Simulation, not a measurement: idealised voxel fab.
The name of this process module is voxel capacitor over wiring.
260 nm wide, 5 nm square cells: that's cross-section cut.
Each cross-section below is a grid of square cells, stated as bands in top-down order, with one or more rows of cells making up each band.
Band: top and bottom heights (nm) first, top before bottom; then materials from left to right, widths in nm. "everywhere" marks a sole material filling the band edge to edge. "blank" denotes empty space.
Ref level 0: as-received wafer is one material below here. Bottom band extends down with no lower bound ("0..down").
Width spec "30 to 40" -> top row of cells at first value, bottom row at second value, equal per-row change in between.
"remained the same" -> step changed no cross-section cell.
For the entry "Closed void table", the listed items are empty spaces with no open way to the top whose size is 8 cells or more; each item follows the pattern width x height at distance, where distance is from the left edge and all three are in nm.
Note: text after step settings on the step line = simulator remark on that step.
overlay nm: for a step with a mask, the amount by which the mask lay right of where it was planned; a negative amount means left of it.

Below is the list of planned process steps
step 1: RECEIVE [material Si]
step 2: CONFORMAL_DEP [material SiO2] [thk nm 10]
step 3: CONFORMAL_DEP [material SiN] [thk nm 5]
step 4: DIRECTIONAL_DEP [material SiO2] [thk nm 20]
step 5: MASKED_ETCH [tone open] [mask id METAL_1] [width nm 25] [pitch nm 75] [etch materials SiO2] [depth nm 20] [overlay nm 0]
step 6: MASKED_ETCH [tone open] [mask id METAL_1] [width nm 25] [pitch nm 75] [etch materials SiN] [depth nm 5] [overlay nm 0]
step 7: CONFORMAL_DEP [material TiN] [thk nm 5]
step 8: FILL_DEP [material Cu] [thk nm 5]
step 9: CMP [height nm 35]
step 10: CONFORMAL_DEP [material SiCN] [thk nm 5]
step 11: DIRECTIONAL_DEP [material SiO2] [thk nm 20]
step 12: DIRECTIONAL_DEP [material aC] [thk nm 10]
step 13: PATTERN [tone open] [mask id PLUG_1] [material resist] [width nm 15] [thk nm 25] [overlay nm 0]
step 14: DIRECTIONAL_ETCH [etch materials aC] [depth nm 10]
step 15: STRIP [etch materials resist]
step 16: DIRECTIONAL_ETCH [etch materials SiO2] [depth nm 20]
step 17: DIRECTIONAL_ETCH [etch materials SiCN] [depth nm 5]
step 18: STRIP [etch materials aC]
step 19: EPI [material Ru] [thk nm 10]
step 20: EPI [material Ru] [thk nm 10]
step 21: EPI [material Ru] [thk nm 5]
step 22: DIRECTIONAL_DEP [material TiN] [thk nm 5]
step 23: DIRECTIONAL_DEP [material HfO2] [thk nm 5]
step 24: DIRECTIONAL_DEP [material TiN] [thk nm 5]
step 25: PATTERN [tone cover] [mask id UPPER_PLATE] [material resist] [width nm 55] [thk nm 20] [overlay nm 0]
step 26: DIRECTIONAL_ETCH [etch materials TiN] [depth nm 5]
step 27: DIRECTIONAL_ETCH [etch materials HfO2] [depth nm 5]
step 28: STRIP [etch materials resist]
step 29: PATTERN [tone cover] [mask id LOWER_PLATE] [material resist] [width nm 65] [thk nm 20] [overlay nm 0]
step 30: DIRECTIONAL_ETCH [etch materials TiN] [depth nm 5]
step 31: STRIP [etch materials resist]
step 32: FILL_DEP [material SiO2] [thk nm 20]
step 33: CMP [height nm 90]
step 34: DIRECTIONAL_DEP [material aC] [thk nm 15]
step 35: PATTERN [tone open] [mask id PLUG_2] [material resist] [width nm 15] [thk nm 35] [overlay nm 0]
step 36: DIRECTIONAL_ETCH [etch materials aC] [depth nm 15]
step 37: STRIP [etch materials resist]
step 38: DIRECTIONAL_ETCH [etch materials SiO2] [depth nm 15]
step 39: STRIP [etch materials aC]
step 40: CONFORMAL_DEP [material TiN] [thk nm 5]
step 41: FILL_DEP [material Ru] [thk nm 5]
step 42: CMP [height nm 90]
step 43: CONFORMAL_DEP [material SiCN] [thk nm 5]

First of two wafers, with the run carried out as planned

Wafer at receipt (post step 1), cross-section
- 0..down  Si everywhere
- Closed void table: none

Upon completion of step 2, the wafer appears in cross-section as shown
- 10..0  SiO2 everywhere
- below 0: unchanged

Upon completion of step 3, the wafer appears in cross-section as shown
- 15..10  SiN everywhere
- below 10: unchanged

Upon completion of step 4, the wafer appears in cross-section as shown
- 35..15  SiO2 everywhere
- below 15: unchanged

Upon completion of step 5, the wafer appears in cross-section as shown
- 35..15  SiO2 (80), then blank (25), then SiO2 (50), then blank (25), then SiO2 (80)
- below 15: unchanged

Upon completion of step 6, the wafer appears in cross-section as shown
- 35..15  SiO2 (80), then blank (25), then SiO2 (50), then blank (25), then SiO2 (80)
- 15..10  SiN (80), then blank (25), then SiN (50), then blank (25), then SiN (80)
- below 10: unchanged

Upon completion of step 7, the wafer appears in cross-section as shown
- 40..35  TiN (85), then blank (15), then TiN (60), then blank (15), then TiN (85)
- 35..15  SiO2 (80), then TiN (5), then blank (15), then TiN (5), then SiO2 (50), then TiN (5), then blank (15), then TiN (5), then SiO2 (80)
- 15..10  SiN (80), then TiN (25), then SiN (50), then TiN (25), then SiN (80)
- below 10: unchanged

Upon completion of step 8, the wafer appears in cross-section as shown
- 45..40  Cu everywhere
- 40..35  TiN (85), then Cu (15), then TiN (60), then Cu (15), then TiN (85)
- 35..15  SiO2 (80), then TiN (5), then Cu (15), then TiN (5), then SiO2 (50), then TiN (5), then Cu (15), then TiN (5), then SiO2 (80)
- below 15: unchanged

Upon completion of step 9, the wafer appears in cross-section as shown
- 35..15  SiO2 (80), then TiN (5), then Cu (15), then TiN (5), then SiO2 (50), then TiN (5), then Cu (15), then TiN (5), then SiO2 (80)
- below 15: unchanged

Upon completion of step 10, the wafer appears in cross-section as shown
- 40..35  SiCN everywhere
- below 35: unchanged

Upon completion of step 11, the wafer appears in cross-section as shown
- 60..40  SiO2 everywhere
- below 40: unchanged

Upon completion of step 12, the wafer appears in cross-section as shown
- 70..60  aC everywhere
- below 60: unchanged

Upon completion of step 13, the wafer appears in cross-section as shown
- 95..70  resist (90), then blank (15), then resist (155)
- below 70: unchanged

Upon completion of step 14, the wafer appears in cross-section as shown
- 85..70  resist (90), then blank (15), then resist (155)
- 70..60  aC (90), then blank (15), then aC (155)
- below 60: unchanged

Upon completion of step 15, the wafer appears in cross-section as shown
- 70..60  aC (90), then blank (15), then aC (155)
- below 60: unchanged

Upon completion of step 16, the wafer appears in cross-section as shown
- 70..60  aC (90), then blank (15), then aC (155)
- 60..40  SiO2 (90), then blank (15), then SiO2 (155)
- below 40: unchanged

Upon completion of step 17, the wafer appears in cross-section as shown
- 70..60  aC (90), then blank (15), then aC (155)
- 60..40  SiO2 (90), then blank (15), then SiO2 (155)
- 40..35  SiCN (90), then blank (15), then SiCN (155)
- below 35: unchanged

Upon completion of step 18, the wafer appears in cross-section as shown
- 60..40  SiO2 (90), then blank (15), then SiO2 (155)
- below 40: unchanged

Upon completion of step 19, the wafer appears in cross-section as shown
- 60..45  SiO2 (90), then blank (15), then SiO2 (155)
- 45..40  SiO2 (90), then Ru (15), then SiO2 (155)
- 40..35  SiCN (90), then Ru (15), then SiCN (155)
- below 35: unchanged

Upon completion of step 20, the wafer appears in cross-section as shown
- 60..55  SiO2 (90), then blank (15), then SiO2 (155)
- 55..40  SiO2 (90), then Ru (15), then SiO2 (155)
- below 40: unchanged

Upon completion of step 21, the wafer appears in cross-section as shown
- 60..40  SiO2 (90), then Ru (15), then SiO2 (155)
- below 40: unchanged

Upon completion of step 22, the wafer appears in cross-section as shown
- 65..60  TiN everywhere
- below 60: unchanged

Upon completion of step 23, the wafer appears in cross-section as shown
- 70..65  HfO2 everywhere
- below 65: unchanged

Upon completion of step 24, the wafer appears in cross-section as shown
- 75..70  TiN everywhere
- below 70: unchanged

Upon completion of step 25, the wafer appears in cross-section as shown
- 95..75  blank (90), then resist (55), then blank (115)
- below 75: unchanged

Upon completion of step 26, the wafer appears in cross-section as shown
- 95..75  blank (90), then resist (55), then blank (115)
- 75..70  blank (90), then TiN (55), then blank (115)
- below 70: unchanged

Upon completion of step 27, the wafer appears in cross-section as shown
- 95..75  blank (90), then resist (55), then blank (115)
- 75..70  blank (90), then TiN (55), then blank (115)
- 70..65  blank (90), then HfO2 (55), then blank (115)
- below 65: unchanged

Upon completion of step 28, the wafer appears in cross-section as shown
- 75..70  blank (90), then TiN (55), then blank (115)
- below 70: unchanged

Upon completion of step 29, the wafer appears in cross-section as shown
- 95..75  blank (85), then resist (65), then blank (110)
- 75..70  blank (85), then resist (5), then TiN (55), then resist (5), then blank (110)
- 70..65  blank (85), then resist (5), then HfO2 (55), then resist (5), then blank (110)
- below 65: unchanged

Upon completion of step 30, the wafer appears in cross-section as shown
- 95..75  blank (85), then resist (65), then blank (110)
- 75..70  blank (85), then resist (5), then TiN (55), then resist (5), then blank (110)
- 70..65  blank (85), then resist (5), then HfO2 (55), then resist (5), then blank (110)
- 65..60  blank (85), then TiN (65), then blank (110)
- below 60: unchanged

Upon completion of step 31, the wafer appears in cross-section as shown
- 75..70  blank (90), then TiN (55), then blank (115)
- 70..65  blank (90), then HfO2 (55), then blank (115)
- below 65: unchanged

Upon completion of step 32, the wafer appears in cross-section as shown
- 95..75  SiO2 everywhere
- 75..70  SiO2 (90), then TiN (55), then SiO2 (115)
- 70..65  SiO2 (90), then HfO2 (55), then SiO2 (115)
- 65..60  SiO2 (85), then TiN (65), then SiO2 (110)
- below 60: unchanged

Upon completion of step 33, the wafer appears in cross-section as shown
- 90..75  SiO2 everywhere
- below 75: unchanged

Upon completion of step 34, the wafer appears in cross-section as shown
- 105..90  aC everywhere
- below 90: unchanged

Upon completion of step 35, the wafer appears in cross-section as shown
- 140..105  resist (100), then blank (15), then resist (145)
- below 105: unchanged

Upon completion of step 36, the wafer appears in cross-section as shown
- 125..105  resist (100), then blank (15), then resist (145)
- 105..90  aC (100), then blank (15), then aC (145)
- below 90: unchanged

Upon completion of step 37, the wafer appears in cross-section as shown
- 105..90  aC (100), then blank (15), then aC (145)
- below 90: unchanged

Upon completion of step 38, the wafer appears in cross-section as shown
- 105..90  aC (100), then blank (15), then aC (145)
- 90..75  SiO2 (100), then blank (15), then SiO2 (145)
- below 75: unchanged

Upon completion of step 39, the wafer appears in cross-section as shown
- 90..75  SiO2 (100), then blank (15), then SiO2 (145)
- below 75: unchanged

Upon completion of step 40, the wafer appears in cross-section as shown
- 95..90  TiN (105), then blank (5), then TiN (150)
- 90..80  SiO2 (100), then TiN (5), then blank (5), then TiN (5), then SiO2 (145)
- 80..70  SiO2 (100 to 90), then TiN (15 to 55), then SiO2 (145 to 115)
- below 70: unchanged

Upon completion of step 41, the wafer appears in cross-section as shown
- 100..95  Ru everywhere
- 95..90  TiN (105), then Ru (5), then TiN (150)
- 90..80  SiO2 (100), then TiN (5), then Ru (5), then TiN (5), then SiO2 (145)
- below 80: unchanged

Upon completion of step 42, the wafer appears in cross-section as shown
- 90..80  SiO2 (100), then TiN (5), then Ru (5), then TiN (5), then SiO2 (145)
- below 80: unchanged

Upon completion of step 43, the wafer appears in cross-section as shown
- 95..90  SiCN everywhere
- below 90: unchanged

Second wafer: same start and same plan as the first, one execution error; identical to the first through step 1

Cross-section: second wafer, time at which step 2 was scheduled to end
- 5..0  SiO2 everywhere
- below 0: unchanged

Cross-section: second wafer, time at which step 3 was scheduled to end
- 10..5  SiN everywhere
- below 5: unchanged

Cross-section: second wafer, time at which step 4 was scheduled to end
- 30..10  SiO2 everywhere
- below 10: unchanged

Cross-section: second wafer, time at which step 5 was scheduled to end
- 30..10  SiO2 (80), then blank (25), then SiO2 (50), then blank (25), then SiO2 (80)
- below 10: unchanged

Cross-section: second wafer, time at which step 6 was scheduled to end
- 30..10  SiO2 (80), then blank (25), then SiO2 (50), then blank (25), then SiO2 (80)
- 10..5  SiN (80), then blank (25), then SiN (50), then blank (25), then SiN (80)
- below 5: unchanged

Cross-section: second wafer, time at which step 7 was scheduled to end
- 35..30  TiN (85), then blank (15), then TiN (60), then blank (15), then TiN (85)
- 30..10  SiO2 (80), then TiN (5), then blank (15), then TiN (5), then SiO2 (50), then TiN (5), then blank (15), then TiN (5), then SiO2 (80)
- 10..5  SiN (80), then TiN (25), then SiN (50), then TiN (25), then SiN (80)
- below 5: unchanged

Cross-section: second wafer, time at which step 8 was scheduled to end
- 40..35  Cu everywhere
- 35..30  TiN (85), then Cu (15), then TiN (60), then Cu (15), then TiN (85)
- 30..10  SiO2 (80), then TiN (5), then Cu (15), then TiN (5), then SiO2 (50), then TiN (5), then Cu (15), then TiN (5), then SiO2 (80)
- below 10: unchanged

Cross-section: second wafer, time at which step 9 was scheduled to end
- 35..30  TiN (85), then Cu (15), then TiN (60), then Cu (15), then TiN (85)
- below 30: unchanged

Cross-section: second wafer, time at which step 10 was scheduled to end
- 40..35  SiCN everywhere
- below 35: unchanged

Cross-section: second wafer, time at which step 11 was scheduled to end
- 60..40  SiO2 everywhere
- below 40: unchanged

Cross-section: second wafer, time at which step 12 was scheduled to end
- 70..60  aC everywhere
- below 60: unchanged

Cross-section: second wafer, time at which step 13 was scheduled to end
- 95..70  resist (90), then blank (15), then resist (155)
- below 70: unchanged

Cross-section: second wafer, time at which step 14 was scheduled to end
- 85..70  resist (90), then blank (15), then resist (155)
- 70..60  aC (90), then blank (15), then aC (155)
- below 60: unchanged

Cross-section: second wafer, time at which step 15 was scheduled to end
- 70..60  aC (90), then blank (15), then aC (155)
- below 60: unchanged

Cross-section: second wafer, time at which step 16 was scheduled to end
- 70..60  aC (90), then blank (15), then aC (155)
- 60..40  SiO2 (90), then blank (15), then SiO2 (155)
- below 40: unchanged

Cross-section: second wafer, time at which step 17 was scheduled to end
- 70..60  aC (90), then blank (15), then aC (155)
- 60..40  SiO2 (90), then blank (15), then SiO2 (155)
- 40..35  SiCN (90), then blank (15), then SiCN (155)
- below 35: unchanged

Cross-section: second wafer, time at which step 18 was scheduled to end
- 60..40  SiO2 (90), then blank (15), then SiO2 (155)
- below 40: unchanged

Cross-section: second wafer, time at which step 19 was scheduled to end
- 60..45  SiO2 (90), then blank (15), then SiO2 (155)
- 45..40  SiO2 (90), then Ru (15), then SiO2 (155)
- 40..35  SiCN (90), then Ru (15), then SiCN (155)
- below 35: unchanged

Cross-section: second wafer, time at which step 20 was scheduled to end
- 60..55  SiO2 (90), then blank (15), then SiO2 (155)
- 55..40  SiO2 (90), then Ru (15), then SiO2 (155)
- below 40: unchanged

Cross-section: second wafer, time at which step 21 was scheduled to end
- 60..40  SiO2 (90), then Ru (15), then SiO2 (155)
- below 40: unchanged

Cross-section: second wafer, time at which step 22 was scheduled to end
- 65..60  TiN everywhere
- below 60: unchanged

Cross-section: second wafer, time at which step 23 was scheduled to end
- 70..65  HfO2 everywhere
- below 65: unchanged

Cross-section: second wafer, time at which step 24 was scheduled to end
- 75..70  TiN everywhere
- below 70: unchanged

Cross-section: second wafer, time at which step 25 was scheduled to end
- 95..75  blank (90), then resist (55), then blank (115)
- below 75: unchanged

Cross-section: second wafer, time at which step 26 was scheduled to end
- 95..75  blank (90), then resist (55), then blank (115)
- 75..70  blank (90), then TiN (55), then blank (115)
- below 70: unchanged

Cross-section: second wafer, time at which step 27 was scheduled to end
- 95..75  blank (90), then resist (55), then blank (115)
- 75..70  blank (90), then TiN (55), then blank (115)
- 70..65  blank (90), then HfO2 (55), then blank (115)
- below 65: unchanged

Cross-section: second wafer, time at which step 28 was scheduled to end
- 75..70  blank (90), then TiN (55), then blank (115)
- below 70: unchanged

Cross-section: second wafer, time at which step 29 was scheduled to end
- 95..75  blank (85), then resist (65), then blank (110)
- 75..70  blank (85), then resist (5), then TiN (55), then resist (5), then blank (110)
- 70..65  blank (85), then resist (5), then HfO2 (55), then resist (5), then blank (110)
- below 65: unchanged

Cross-section: second wafer, time at which step 30 was scheduled to end
- 95..75  blank (85), then resist (65), then blank (110)
- 75..70  blank (85), then resist (5), then TiN (55), then resist (5), then blank (110)
- 70..65  blank (85), then resist (5), then HfO2 (55), then resist (5), then blank (110)
- 65..60  blank (85), then TiN (65), then blank (110)
- below 60: unchanged

Cross-section: second wafer, time at which step 31 was scheduled to end
- 75..70  blank (90), then TiN (55), then blank (115)
- 70..65  blank (90), then HfO2 (55), then blank (115)
- below 65: unchanged

Cross-section: second wafer, time at which step 32 was scheduled to end
- 95..75  SiO2 everywhere
- 75..70  SiO2 (90), then TiN (55), then SiO2 (115)
- 70..65  SiO2 (90), then HfO2 (55), then SiO2 (115)
- 65..60  SiO2 (85), then TiN (65), then SiO2 (110)
- below 60: unchanged

Cross-section: second wafer, time at which step 33 was scheduled to end
- 90..75  SiO2 everywhere
- below 75: unchanged

Cross-section: second wafer, time at which step 34 was scheduled to end
- 105..90  aC everywhere
- below 90: unchanged

Cross-section: second wafer, time at which step 35 was scheduled to end
- 140..105  resist (100), then blank (15), then resist (145)
- below 105: unchanged

Cross-section: second wafer, time at which step 36 was scheduled to end
- 125..105  resist (100), then blank (15), then resist (145)
- 105..90  aC (100), then blank (15), then aC (145)
- below 90: unchanged

Cross-section: second wafer, time at which step 37 was scheduled to end
- 105..90  aC (100), then blank (15), then aC (145)
- below 90: unchanged

Cross-section: second wafer, time at which step 38 was scheduled to end
- 105..90  aC (100), then blank (15), then aC (145)
- 90..75  SiO2 (100), then blank (15), then SiO2 (145)
- below 75: unchanged

Cross-section: second wafer, time at which step 39 was scheduled to end
- 90..75  SiO2 (100), then blank (15), then SiO2 (145)
- below 75: unchanged

Cross-section: second wafer, time at which step 40 was scheduled to end
- 95..90  TiN (105), then blank (5), then TiN (150)
- 90..80  SiO2 (100), then TiN (5), then blank (5), then TiN (5), then SiO2 (145)
- 80..70  SiO2 (100 to 90), then TiN (15 to 55), then SiO2 (145 to 115)
- below 70: unchanged

Cross-section: second wafer, time at which step 41 was scheduled to end
- 100..95  Ru everywhere
- 95..90  TiN (105), then Ru (5), then TiN (150)
- 90..80  SiO2 (100), then TiN (5), then Ru (5), then TiN (5), then SiO2 (145)
- below 80: unchanged

Cross-section: second wafer, time at which step 42 was scheduled to end
- 90..80  SiO2 (100), then TiN (5), then Ru (5), then TiN (5), then SiO2 (145)
- below 80: unchanged

Cross-section: second wafer, time at which step 43 was scheduled to end
- 95..90  SiCN everywhere
- below 90: unchanged
Here's what went sideways: for step 2, the planned setting was not used; the step was instead run as CONFORMAL_DEP [material SiO2] [thk nm 5]
Final tally in cells, some materials are higher or lower on the second wafer than on the first: +6 Cu, -52 SiO2, +46 TiN
